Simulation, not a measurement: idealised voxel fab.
The following process module bears the name voxel wiring stack.
Displayed cross-section: cut, width of 280 nm, square cells sized 5 nm.
Bands, listed from the top down, are how a cross-section gets written in this document; the cross-section itself is a grid of square cells, and a band is one or more rows of them.
Each band's line starts with the height of the band's top and of its bottom, in nm. Then come its materials from left to right, each with its width in nm. One material with "edge to edge" fills the band from edge to edge. "empty" is empty space.
Ref level 0: as-received wafer is one material below here. Bottom band extends down with no lower bound ("0 nm and below").
A two-number width, for instance "30..40", indicates that the width is equal to the first number in the top row of the band and to the second number in the bottom row, and that it changes by a constant amount per row of cells.
No cell of the cross-section changed in a step that is given as "remained unchanged".
"Closed void roster" means: voids of 8 cells or more that are shut off from the top with no open way through. Written width x height at distance, distance from the left edge, in nm.
Formally, on a step line, whatever follows the settings is a remark that the simulator itself makes on the step.
The "overlay nm" setting may appear on a step's line; for a step that uses a mask, it gives how far to the right of its planned position the mask lay, and a negative value indicates the left.
[plan]
1: RECEIVE | material Si
2: CONFORMAL_DEP | material SiO2 | thk nm 10
3: CONFORMAL_DEP | material SiCN | thk nm 5
4: DIRECTIONAL_DEP | material SiO2 | thk nm 25
5: MASKED_ETCH | tone open | mask id METAL_1 | width nm 30 | pitch nm 60 | etch materials SiO2 | depth nm 25 | overlay nm 0
6: MASKED_ETCH | tone open | mask id METAL_1 | width nm 30 | pitch nm 60 | etch materials SiCN | depth nm 5 | overlay nm 0
7: CONFORMAL_DEP | material TiN | thk nm 5
8: FILL_DEP | material Cu | thk nm 10
9: CMP | height nm 40
10: EPI | material Ru | thk nm 5
11: FILL_DEP | material SiCN | thk nm 5
12: DIRECTIONAL_DEP | material lowk | thk nm 15
13: DIRECTIONAL_DEP | material aC | thk nm 10
14: PATTERN | tone open | mask id PLUG_1 | material resist | width nm 15 | pitch nm 60 | thk nm 25 | overlay nm 0
15: DIRECTIONAL_ETCH | etch materials aC | depth nm 10
16: STRIP | etch materials resist
17: DIRECTIONAL_ETCH | etch materials lowk | depth nm 15
18: DIRECTIONAL_ETCH | etch materials SiCN | depth nm 5
19: STRIP | etch materials aC
20: CONFORMAL_DEP | material TiN | thk nm 5
21: FILL_DEP | material Cu | thk nm 5
22: CMP | height nm 65
23: DIRECTIONAL_DEP | material TiN | thk nm 5
24: DIRECTIONAL_DEP | material W | thk nm 25
25: MASKED_ETCH | tone cover | mask id METAL_2 | width nm 30 | pitch nm 60 | etch materials W | depth nm 25 | overlay nm 0
26: MASKED_ETCH | tone cover | mask id METAL_2 | width nm 30 | pitch nm 60 | etch materials TiN | depth nm 5 | overlay nm 0
27: CONFORMAL_DEP | material SiN | thk nm 5
28: FILL_DEP | material lowk | thk nm 10
29: CMP | height nm 95
30: CONFORMAL_DEP | material SiCN | thk nm 5
31: DIRECTIONAL_DEP | material lowk | thk nm 15
32: DIRECTIONAL_DEP | material aC | thk nm 15
33: PATTERN | tone open | mask id PLUG_2 | material resist | width nm 15 | pitch nm 60 | thk nm 35 | overlay nm 0
34: DIRECTIONAL_ETCH | etch materials aC | depth nm 15
35: STRIP | etch materials resist
36: DIRECTIONAL_ETCH | etch materials lowk | depth nm 15
37: DIRECTIONAL_ETCH | etch materials SiCN | depth nm 5
38: STRIP | etch materials aC
39: CONFORMAL_DEP | material TiN | thk nm 5
40: FILL_DEP | material Cu | thk nm 10
41: CMP | height nm 115
42: DIRECTIONAL_DEP | material TiN | thk nm 5
43: DIRECTIONAL_DEP | material W | thk nm 25
44: DIRECTIONAL_DEP | material aC | thk nm 10
45: PATTERN | tone cover | mask id METAL_3 | material resist | width nm 30 | pitch nm 60 | thk nm 30 | overlay nm 0
46: DIRECTIONAL_ETCH | etch materials aC | depth nm 10
47: STRIP | etch materials resist
48: DIRECTIONAL_ETCH | etch materials W | depth nm 25
49: DIRECTIONAL_ETCH | etch materials TiN | depth nm 5
50: STRIP | etch materials aC
51: FILL_DEP | material lowk | thk nm 10
52: CMP | height nm 145
53: CONFORMAL_DEP | material SiN | thk nm 5
Wafer-to-wafer difference: thk nm, step 27. Common start. Plan = first wafer's value.
[Sectional view: first of several wafers, as received, after step 1]
- 0 nm and below: Si edge to edge
- Closed void roster: none
[After the module's final step, step 53: the first of several wafers in cross-section]
- 150 nm to 145 nm: SiN edge to edge
- 145 nm to 120 nm: 95 of lowk / 30 of W / 30 of lowk / 30 of W / 95 of lowk
- 120 nm to 115 nm: 95 of lowk / 30 of TiN / 30 of lowk / 30 of TiN / 95 of lowk
- 115 nm to 100 nm: 95 of lowk / 5 of TiN / 5 of Cu / 5 of TiN / 45 of lowk / 5 of TiN / 5 of Cu / 5 of TiN / 110 of lowk
- 100 nm to 95 nm: 95 of SiCN / 15 of TiN / 45 of SiCN / 15 of TiN / 110 of SiCN
- 95 nm to 70 nm: 90 of lowk / 5 of SiN / 30 of W / 5 of SiN / 20 of lowk / 5 of SiN / 30 of W / 5 of SiN / 90 of lowk
- 70 nm to 65 nm: 95 of SiN / 30 of TiN / 30 of SiN / 30 of TiN / 95 of SiN
- 65 nm to 50 nm: 95 of lowk / 5 of TiN / 5 of Cu / 5 of TiN / 45 of lowk / 5 of TiN / 5 of Cu / 5 of TiN / 110 of lowk
- 50 nm to 45 nm: 95 of SiCN / 15 of TiN / 45 of SiCN / 15 of TiN / 110 of SiCN
- 45 nm to 40 nm: 90 of SiCN / 40 of Ru / 20 of SiCN / 40 of Ru / 90 of SiCN
- 40 nm to 15 nm: 95 of SiO2 / 5 of TiN / 20 of Cu / 5 of TiN / 30 of SiO2 / 5 of TiN / 20 of Cu / 5 of TiN / 95 of SiO2
- 15 nm to 10 nm: 95 of SiCN / 30 of TiN / 30 of SiCN / 30 of TiN / 95 of SiCN
- 10 nm to 0 nm: SiO2 edge to edge
- 0 nm and below: Si edge to edge
- Closed void roster: none
[Cross-sectional view, end of module, last wafer of several]
- 150 nm to 145 nm: SiN edge to edge
- 145 nm to 120 nm: 95 of lowk / 30 of W / 30 of lowk / 30 of W / 95 of lowk
- 120 nm to 115 nm: 95 of lowk / 30 of TiN / 30 of lowk / 30 of TiN / 95 of lowk
- 115 nm to 100 nm: 95 of lowk / 5 of TiN / 5 of Cu / 5 of TiN / 45 of lowk / 5 of TiN / 5 of Cu / 5 of TiN / 110 of lowk
- 100 nm to 95 nm: 95 of SiCN / 15 of TiN / 45 of SiCN / 15 of TiN / 110 of SiCN
- 95 nm to 85 nm: 75 of lowk / 20 of SiN / 30 of W / 30 of SiN / 30 of W / 20 of SiN / 75 of lowk
- 85 nm to 70 nm: 95 of SiN / 30 of W / 30 of SiN / 30 of W / 95 of SiN
- 70 nm to 65 nm: 95 of SiN / 30 of TiN / 30 of SiN / 30 of TiN / 95 of SiN
- 65 nm to 50 nm: 95 of lowk / 5 of TiN / 5 of Cu / 5 of TiN / 45 of lowk / 5 of TiN / 5 of Cu / 5 of TiN / 110 of lowk
- 50 nm to 45 nm: 95 of SiCN / 15 of TiN / 45 of SiCN / 15 of TiN / 110 of SiCN
- 45 nm to 40 nm: 90 of SiCN / 40 of Ru / 20 of SiCN / 40 of Ru / 90 of SiCN
- 40 nm to 15 nm: 95 of SiO2 / 5 of TiN / 20 of Cu / 5 of TiN / 30 of SiO2 / 5 of TiN / 20 of Cu / 5 of TiN / 95 of SiO2
- 15 nm to 10 nm: 95 of SiCN / 30 of TiN / 30 of SiCN / 30 of TiN / 95 of SiCN
- 10 nm to 0 nm: SiO2 edge to edge
- 0 nm and below: Si edge to edge
- Closed void roster: none
[Quick key for the table: a row per wafer, taken at the end of the module. For each material it tells you how many cells the wafer gained (+) or lost (-) since it came in, and the closed voids come after]
thk nm 5; +52 Cu; +16 Ru; +184 SiCN; +120 SiN; +332 SiO2; +92 TiN; +120 W; +764 lowk; Closed void roster: none
thk nm 10; +52 Cu; +16 Ru; +184 SiCN; +176 SiN; +332 SiO2; +92 TiN; +120 W; +708 lowk; Closed void roster: none
thk nm 15; +52 Cu; +16 Ru; +184 SiCN; +224 SiN; +332 SiO2; +92 TiN; +120 W; +660 lowk; Closed void roster: none
thk nm 20; +52 Cu; +16 Ru; +184 SiCN; +260 SiN; +332 SiO2; +92 TiN; +120 W; +624 lowk; Closed void roster: none
